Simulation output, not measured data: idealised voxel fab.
The name of this process module is voxel released beams.
Xsec cut, 265 nm wide, square cell size 5 nm.
A cross-section is written here as square cells arranged in a grid, and it is given in bands from the top down, each band taking up one or more rows of cells.
Each band's line starts with the height of the band's top and of its bottom, in nm. Then come its materials from left to right, each with its width in nm. One material with "full width" fills the band from edge to edge. "empty" is empty space.
The level at which height equals 0 is the one under which the wafer, as it arrives, is entirely one material. No lower edge exists for the bottom band, which continues downward and is notated as in "0..down".
Width: "30..40" (first number = top row, second number = bottom row, same change from row to row of cells).
Step marked "no change occurred"? Then no cell in the cross-section changed in it.
"Voids lacking openings" lists enclosed empty spaces (at least 8 cells, no open path upward to the top), each as width x height at distance from the left edge, in nm.
Heads up: the bit after the settings on a step's line is the simulator's remark on that step.
overlay nm: how far to the right of its planned place the mask lay on this masked step (negative: to the left).

[These are the steps we planned for the process]
1. RECEIVE,material Si
2. CONFORMAL_DEP,material SiN,thk nm 5
3. DIRECTIONAL_DEP,material SiO2,thk nm 20
4. DIRECTIONAL_DEP,material aC,thk nm 15
5. PATTERN,tone open,mask id ANCHOR,material resist,width nm 45,thk nm 35,overlay nm 0
6. DIRECTIONAL_ETCH,etch materials aC,depth nm 15
7. STRIP,etch materials resist
8. DIRECTIONAL_ETCH,etch materials SiO2,depth nm 20
9. STRIP,etch materials aC
10. CONFORMAL_DEP,material W,thk nm 15
11. DIRECTIONAL_DEP,material aC,thk nm 10
12. PATTERN,tone cover,mask id BEAM,material resist,width nm 95,thk nm 30,overlay nm 0
13. DIRECTIONAL_ETCH,etch materials aC,depth nm 10
14. STRIP,etch materials resist
15. DIRECTIONAL_ETCH,etch materials W,depth nm 15
16. STRIP,etch materials aC
17. STRIP,etch materials SiO2

[First of two wafers, with the run carried out as planned]

[Cross-section of the incoming wafer, state after step 1]
0..down: Si full width
Voids lacking openings: none

[Cross-section of the wafer after step 2]
5..0: SiN full width
Lower than 0, everything is as it was.

[Cross-section of the wafer after step 3]
25..5: SiO2 full width
Lower than 5, everything is as it was.

[Cross-section of the wafer after step 4]
40..25: aC full width
Lower than 25, everything is as it was.

[Cross-section of the wafer after step 5]
75..40: resist 85 nm / empty 45 nm / resist 135 nm
Lower than 40, everything is as it was.

[Cross-section of the wafer after step 6]
60..40: resist 85 nm / empty 45 nm / resist 135 nm
40..25: aC 85 nm / empty 45 nm / aC 135 nm
Lower than 25, everything is as it was.

[Cross-section of the wafer after step 7]
40..25: aC 85 nm / empty 45 nm / aC 135 nm
Lower than 25, everything is as it was.

[Cross-section of the wafer after step 8]
40..25: aC 85 nm / empty 45 nm / aC 135 nm
25..5: SiO2 85 nm / empty 45 nm / SiO2 135 nm
Lower than 5, everything is as it was.

[Cross-section of the wafer after step 9]
25..5: SiO2 85 nm / empty 45 nm / SiO2 135 nm
Lower than 5, everything is as it was.

[Cross-section of the wafer after step 10]
40..25: W 100 nm / empty 15 nm / W 150 nm
25..20: SiO2 85 nm / W 15 nm / empty 15 nm / W 15 nm / SiO2 135 nm
20..5: SiO2 85 nm / W 45 nm / SiO2 135 nm
Lower than 5, everything is as it was.

[Cross-section of the wafer after step 11]
50..40: aC 100 nm / empty 15 nm / aC 150 nm
40..30: W 100 nm / empty 15 nm / W 150 nm
30..25: W 100 nm / aC 15 nm / W 150 nm
25..20: SiO2 85 nm / W 15 nm / aC 15 nm / W 15 nm / SiO2 135 nm
Lower than 20, everything is as it was.

[Cross-section of the wafer after step 12]
80..50: empty 80 nm / resist 95 nm / empty 90 nm
50..40: aC 100 nm / resist 15 nm / aC 150 nm
40..30: W 100 nm / resist 15 nm / W 150 nm
Lower than 30, everything is as it was.

[Cross-section of the wafer after step 13]
70..50: empty 80 nm / resist 95 nm / empty 90 nm
50..40: empty 80 nm / aC 20 nm / resist 15 nm / aC 60 nm / empty 90 nm
Lower than 40, everything is as it was.

[Cross-section of the wafer after step 14]
50..40: empty 80 nm / aC 20 nm / empty 15 nm / aC 60 nm / empty 90 nm
40..30: W 100 nm / empty 15 nm / W 150 nm
Lower than 30, everything is as it was.

[Cross-section of the wafer after step 15]
50..40: empty 80 nm / aC 20 nm / empty 15 nm / aC 60 nm / empty 90 nm
40..30: empty 80 nm / W 20 nm / empty 15 nm / W 60 nm / empty 90 nm
30..25: empty 80 nm / W 20 nm / aC 15 nm / W 60 nm / empty 90 nm
Lower than 25, everything is as it was.

[Cross-section of the wafer after step 16]
40..25: empty 80 nm / W 20 nm / empty 15 nm / W 60 nm / empty 90 nm
25..20: SiO2 85 nm / W 15 nm / empty 15 nm / W 15 nm / SiO2 135 nm
Lower than 20, everything is as it was.

[Cross-section of the wafer after step 17]
40..25: empty 80 nm / W 20 nm / empty 15 nm / W 60 nm / empty 90 nm
25..20: empty 85 nm / W 15 nm / empty 15 nm / W 15 nm / empty 135 nm
20..5: empty 85 nm / W 45 nm / empty 135 nm
Lower than 5, everything is as it was.

[Wafer two of two - same starting point, same process plan, one mistake in execution; matches wafer one up to and including step 1]

[Cross-sectional representation of the second wafer at the time designated in the plan for the completion of step 2]
20..0: SiO2 full width
Lower than 0, everything is as it was.

[Cross-sectional representation of the second wafer at the time designated in the plan for the completion of step 3]
25..20: SiN full width
Lower than 20, everything is as it was.

[Cross-sectional representation of the second wafer at the time designated in the plan for the completion of step 4]
40..25: aC full width
Lower than 25, everything is as it was.

[Cross-sectional representation of the second wafer at the time designated in the plan for the completion of step 5]
75..40: resist 85 nm / empty 45 nm / resist 135 nm
Lower than 40, everything is as it was.

[Cross-sectional representation of the second wafer at the time designated in the plan for the completion of step 6]
60..40: resist 85 nm / empty 45 nm / resist 135 nm
40..25: aC 85 nm / empty 45 nm / aC 135 nm
Lower than 25, everything is as it was.

[Cross-sectional representation of the second wafer at the time designated in the plan for the completion of step 7]
40..25: aC 85 nm / empty 45 nm / aC 135 nm
Lower than 25, everything is as it was.

Cross-sectional representation of the second wafer at the time designated in the plan for the completion of step 8: no change occurred

[Cross-sectional representation of the second wafer at the time designated in the plan for the completion of step 9]
25..20: SiN full width
Lower than 20, everything is as it was.

[Cross-sectional representation of the second wafer at the time designated in the plan for the completion of step 10]
40..25: W full width
Lower than 25, everything is as it was.

[Cross-sectional representation of the second wafer at the time designated in the plan for the completion of step 11]
50..40: aC full width
Lower than 40, everything is as it was.

[Cross-sectional representation of the second wafer at the time designated in the plan for the completion of step 12]
80..50: empty 80 nm / resist 95 nm / empty 90 nm
Lower than 50, everything is as it was.

[Cross-sectional representation of the second wafer at the time designated in the plan for the completion of step 13]
70..50: empty 80 nm / resist 95 nm / empty 90 nm
50..40: empty 80 nm / aC 95 nm / empty 90 nm
Lower than 40, everything is as it was.

[Cross-sectional representation of the second wafer at the time designated in the plan for the completion of step 14]
50..40: empty 80 nm / aC 95 nm / empty 90 nm
Lower than 40, everything is as it was.

[Cross-sectional representation of the second wafer at the time designated in the plan for the completion of step 15]
50..40: empty 80 nm / aC 95 nm / empty 90 nm
40..25: empty 80 nm / W 95 nm / empty 90 nm
Lower than 25, everything is as it was.

[Cross-sectional representation of the second wafer at the time designated in the plan for the completion of step 16]
40..25: empty 80 nm / W 95 nm / empty 90 nm
Lower than 25, everything is as it was.

Cross-sectional representation of the second wafer at the time designated in the plan for the completion of step 17: no change occurred
Diagnosis: sequence error: steps 2 and 3 interchanged
Counted in cells at the end, the second wafer holds more or fewer of these materials than the first: 212 more of SiO2 | 24 fewer of W
